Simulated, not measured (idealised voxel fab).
Proc. module: voxel tone inversion
Section shown: cut. Width: 195 nm. Cell size: 5 nm, square.
Square cells in a grid make up a cross-section in this document, and the grid is given as bands, listed from the top down, each one or more rows of cells.
Band: top height; bottom height; in nm. Then, left to right: material with width in nm, for each material. "full width": a single material spanning edge to edge. "empty": empty space.
Height is counted from the level 0, under which the received wafer is composed throughout of one material. The lowest of the bands is not closed at the bottom but continues downward, in the notation "0 and below".
Top row gets the first number, bottom row gets the second, and each row in between changes by the same step: that is how a band width like "30->40" works.
"stayed the same" after a step means that no cell of the cross-section changed.
For the entry "Sealed void listing", the listed items are empty spaces with no open way to the top whose size is 8 cells or more; each item follows the pattern width x height at distance, where distance is from the left edge and all three are in nm.
What comes after the settings on a step's line is commentary from the simulator itself on that step.
"overlay nm" denotes, for a step that has a mask, the displacement of the mask to the right of its planned place, with negative values corresponding to the left.
Process steps - plan
1: RECEIVE (material Si)
2: CONFORMAL_DEP (material SiN; thk nm 10)
3: DIRECTIONAL_DEP (material aC; thk nm 15)
4: PATTERN (tone cover; mask id POSTS; material resist; width nm 20; pitch nm 45; thk nm 25; overlay nm -15)
5: DIRECTIONAL_ETCH (etch materials aC; depth nm 15)
6: STRIP (etch materials resist)
7: FILL_DEP (material lowk; thk nm 5)
8: CMP (height nm 25)
9: STRIP (etch materials aC)
Variable across wafers: step 4 overlay nm (plan value is that of the first wafer; starting state common to all).
Cross-section of the first incoming wafer of several, state after step 1
  0 and below | Si full width
  Sealed void listing: none
Heads up, this table goes wafer by wafer. A row tells you, at the end of the module, how many cells of each material that wafer has put on (+) or dropped (-) since it was received, and then its closed voids
overlay nm -15 | +78 SiN | +93 lowk | Sealed void listing: none
overlay nm -10 | +78 SiN | +93 lowk | Sealed void listing: none
overlay nm -5 | +78 SiN | +93 lowk | Sealed void listing: none
overlay nm 0 | +78 SiN | +93 lowk | Sealed void listing: none
overlay nm 5 | +78 SiN | +93 lowk | Sealed void listing: none
overlay nm 10 | +78 SiN | +93 lowk | Sealed void listing: none
overlay nm 15 | +78 SiN | +93 lowk | Sealed void listing: none
